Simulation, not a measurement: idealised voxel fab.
Process module name: voxel gate over fins
Section shown: cut. Width: 255 nm. Cell size: 5 nm, square.
Each cross-section below is a grid of square cells, stated as bands in top-down order, with one or more rows of cells making up each band.
Heights first: top, then bottom, in nm. Then materials, left to right, each with a width in nm. "everywhere" on a single material: fills the band edge to edge. "air": empty space.
Ref level 0: as-received wafer is one material below here. Bottom band extends down with no lower bound ("0 and below").
Graded width ("30 to 40"): value in top row of band = first number; value in bottom row = second number; row-to-row change constant.
A step reported as "no modification" is a step in which no cell of the cross-section changed.
"Enclosed internal voids" specifies each empty space that is not open to the top and that occupies no fewer than 8 cells, using the form width x height at distance, the distance measured from the left edge and all three quantities in nm.
Heads up: the bit after the settings on a step's line is the simulator's remark on that step.
overlay nm: for a step with a mask, the amount by which the mask lay right of where it was planned; a negative amount means left of it.

# plan
step 1: RECEIVE | material Si
step 2: CONFORMAL_DEP | material SiN | thk nm 5
step 3: DIRECTIONAL_DEP | material aC | thk nm 10
step 4: PATTERN | tone cover | mask id FINS | material resist | width nm 15 | pitch nm 50 | thk nm 25 | overlay nm 0
step 5: DIRECTIONAL_ETCH | etch materials aC | depth nm 10
step 6: STRIP | etch materials resist
step 7: DIRECTIONAL_ETCH | etch materials SiN | depth nm 5
step 8: DIRECTIONAL_ETCH | etch materials Si | depth nm 30
step 9: STRIP | etch materials aC
step 10: FILL_DEP | material SiO2 | thk nm 15
step 11: CMP | height nm 5
step 12: MASKED_ETCH | tone open | mask id RAIL | width nm 15 | etch materials SiO2 | depth nm 30 | overlay nm 0
step 13: CONFORMAL_DEP | material TiN | thk nm 5
step 14: FILL_DEP | material W | thk nm 10
step 15: CMP | height nm 5
step 16: SELECTIVE_ETCH | etch materials W Ru TiN | depth nm 25
step 17: FILL_DEP | material SiO2 | thk nm 5
step 18: CMP | height nm 5
step 19: SELECTIVE_ETCH | etch materials SiO2 | depth nm 15
step 20: STRIP | etch materials SiN
step 21: CONFORMAL_DEP | material HfO2 | thk nm 5
step 22: CONFORMAL_DEP | material TiN | thk nm 5
step 23: CONFORMAL_DEP | material TiAl | thk nm 5
step 24: CONFORMAL_DEP | material TiN | thk nm 5
step 25: FILL_DEP | material W | thk nm 15
step 26: CMP | height nm 30
step 27: CONFORMAL_DEP | material SiN | thk nm 5

# Wafer at receipt (post step 1), cross-section
    0 and below = Si everywhere
    Enclosed internal voids: none

# Post-module cross-section: identical start and plan to those above, one misstep in execution
    35 down to 30 = SiN everywhere
    30 down to 20 = W everywhere
    20 down to 15 = W=50 | TiN=155 | W=50
    15 down to 10 = W=50 | TiN=5 | TiAl=45 | TiN=5 | TiAl=45 | TiN=5 | TiAl=45 | TiN=5 | W=50
    10 down to 5 = TiN=55 | TiAl=5 | TiN=35 | TiAl=5 | TiN=5 | TiAl=5 | TiN=35 | TiAl=5 | TiN=5 | TiAl=5 | TiN=35 | TiAl=5 | TiN=55
    5 down to 0 = TiAl=60 | TiN=5 | HfO2=25 | TiN=5 | TiAl=15 | TiN=5 | HfO2=25 | TiN=5 | TiAl=15 | TiN=5 | HfO2=25 | TiN=5 | TiAl=60
    0 down to -5 = TiN=65 | HfO2=5 | Si=15 | HfO2=5 | TiN=25 | HfO2=5 | Si=15 | HfO2=5 | TiN=25 | HfO2=5 | Si=15 | HfO2=5 | TiN=65
    -5 down to -10 = HfO2=70 | Si=15 | HfO2=35 | Si=15 | HfO2=35 | Si=15 | HfO2=70
    -10 down to -20 = SiO2=70 | Si=15 | SiO2=35 | Si=15 | SiO2=35 | Si=15 | SiO2=70
    -20 down to -25 = SiO2=70 | Si=15 | SiO2=10 | TiN=20 | SiO2=5 | Si=15 | SiO2=35 | Si=15 | SiO2=70
    -25 down to -30 = SiO2=70 | Si=15 | SiO2=35 | Si=15 | SiO2=35 | Si=15 | SiO2=70
    -30 and below = Si everywhere
    Enclosed internal voids: none
It is concluded that the wafer was processed incorrectly with respect to the plan, in that step 12 ran with different settings than intended, the actual operation and settings being MASKED_ETCH | tone open | mask id RAIL | width nm 20 | etch materials SiO2 | depth nm 30 | overlay nm 0
